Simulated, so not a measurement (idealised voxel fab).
The process module presented herein is designated voxel self aligned vias.
Xsec cut, 240 nm wide, square cell size 5 nm.
Each cross-section below is a grid of square cells, stated as bands in top-down order, with one or more rows of cells making up each band.
This entry defines a band. It first specifies the height of the band's top and the height of its bottom in nm, and then specifies the band's materials from left to right, stating each material with its width in nm. The word "everywhere" identifies a single material that fills the band from edge to edge, while the word "air" identifies empty space.
Heights are reckoned from 0. Under this level, the received wafer is all of one material. The bottommost band is open-ended downward, for example "from 0 down".
Per-row width for "30..40": begins at first number (top row of band), ends at second number (bottom row), increment between rows held constant.
When a step is marked "no alterations made", none of the cells in the cross-section changed during that step.
What "Sealed internal voids" gives you is every empty space of 8 cells or more that is cut off from the top. Each appears as width x height at distance, with the distance taken from the left edge and width, height and distance all in nm.
It should be noted that, on the line of a given step, the content following the step's settings is a remark produced by the simulator itself with respect to that step.
The line of a step may include "overlay nm". On a step with a mask, this value is how far to the right of its planned place the mask lay. A negative value means the mask lay to the left.
# The steps planned for the process are as follows
1. RECEIVE with material Si
2. CONFORMAL_DEP with material SiO2, thk nm 15
3. CONFORMAL_DEP with material SiCN, thk nm 5
4. DIRECTIONAL_DEP with material lowk, thk nm 25
5. DIRECTIONAL_DEP with material aC, thk nm 15
6. PATTERN with tone open, mask id LINES, material resist, width nm 25, pitch nm 65, thk nm 35, overlay nm 0
7. DIRECTIONAL_ETCH with etch materials aC, depth nm 15
8. STRIP with etch materials resist
9. DIRECTIONAL_ETCH with etch materials lowk, depth nm 25
10. STRIP with etch materials aC
11. CONFORMAL_DEP with material TiN, thk nm 5
12. FILL_DEP with material W, thk nm 5
13. CMP with height nm 45
14. SELECTIVE_ETCH with etch materials W Ru TiN, depth nm 10
15. FILL_DEP with material SiN, thk nm 5
16. CMP with height nm 45
17. DIRECTIONAL_DEP with material lowk, thk nm 5
18. MASKED_ETCH with tone open, mask id VIAS, width nm 35, pitch nm 130, etch materials lowk, depth nm 15, overlay nm 0
19. MASKED_ETCH with tone open, mask id VIAS, width nm 35, pitch nm 130, etch materials SiN, depth nm 10, overlay nm 0
20. CONFORMAL_DEP with material TiN, thk nm 5
21. FILL_DEP with material Cu, thk nm 5
22. CMP with height nm 60
23. CONFORMAL_DEP with material SiCN, thk nm 5
Variable across wafers: step 17 thk nm (plan value is that of the first wafer; starting state common to all).
# Sectional view: first of several wafers, as received, after step 1
from 0 down: Si everywhere
Sealed internal voids: none
# Cross-section of the first of several wafers once the module has run through its last step, step 23
from 65 to 60: SiCN everywhere
from 60 to 55: Cu everywhere
from 55 to 50: 40 of TiN / 25 of Cu / 105 of TiN / 25 of Cu / 45 of TiN
from 50 to 45: 35 of lowk / 5 of TiN / 25 of Cu / 5 of TiN / 95 of lowk / 5 of TiN / 25 of Cu / 5 of TiN / 40 of lowk
from 45 to 40: 35 of lowk / 5 of TiN / 25 of Cu / 5 of TiN / 35 of lowk / 25 of SiN / 35 of lowk / 5 of TiN / 25 of Cu / 5 of TiN / 40 of lowk
from 40 to 35: 35 of lowk / 35 of TiN / 35 of lowk / 25 of SiN / 35 of lowk / 35 of TiN / 40 of lowk
from 35 to 25: 40 of lowk / 5 of TiN / 15 of W / 5 of TiN / 40 of lowk / 5 of TiN / 15 of W / 5 of TiN / 40 of lowk / 5 of TiN / 15 of W / 5 of TiN / 45 of lowk
from 25 to 20: 40 of lowk / 25 of TiN / 40 of lowk / 25 of TiN / 40 of lowk / 25 of TiN / 45 of lowk
from 20 to 15: SiCN everywhere
from 15 to 0: SiO2 everywhere
from 0 down: Si everywhere
Sealed internal voids: none
# Final wafer of several, shown in cross-section at the end of the module
from 65 to 60: SiCN everywhere
from 60 to 45: lowk everywhere
from 45 to 35: 40 of lowk / 25 of SiN / 40 of lowk / 25 of SiN / 40 of lowk / 25 of SiN / 45 of lowk
from 35 to 25: 40 of lowk / 5 of TiN / 15 of W / 5 of TiN / 40 of lowk / 5 of TiN / 15 of W / 5 of TiN / 40 of lowk / 5 of TiN / 15 of W / 5 of TiN / 45 of lowk
from 25 to 20: 40 of lowk / 25 of TiN / 40 of lowk / 25 of TiN / 40 of lowk / 25 of TiN / 45 of lowk
from 20 to 15: SiCN everywhere
from 15 to 0: SiO2 everywhere
from 0 down: Si everywhere
Sealed internal voids: none
# Take any row and you have a wafer at the end of the module: how many cells of each material it has gained (+) or lost (-) since it was received, and then its closed voids
thk nm 5 | +78 Cu | +96 SiCN | +10 SiN | +144 SiO2 | +87 TiN | +18 W | +191 lowk | Sealed internal voids: none
thk nm 10 | +36 Cu | +96 SiCN | +10 SiN | +144 SiO2 | +91 TiN | +18 W | +229 lowk | Sealed internal voids: none
thk nm 15 | +32 Cu | +96 SiCN | +10 SiN | +144 SiO2 | +57 TiN | +18 W | +267 lowk | Sealed internal voids: none
thk nm 20 | +10 Cu | +96 SiCN | +30 SiN | +144 SiO2 | +45 TiN | +18 W | +281 lowk | Sealed internal voids: none
thk nm 25 | +96 SiCN | +30 SiN | +144 SiO2 | +41 TiN | +18 W | +295 lowk | Sealed internal voids: none
thk nm 30 | +96 SiCN | +30 SiN | +144 SiO2 | +27 TiN | +18 W | +309 lowk | Sealed internal voids: none
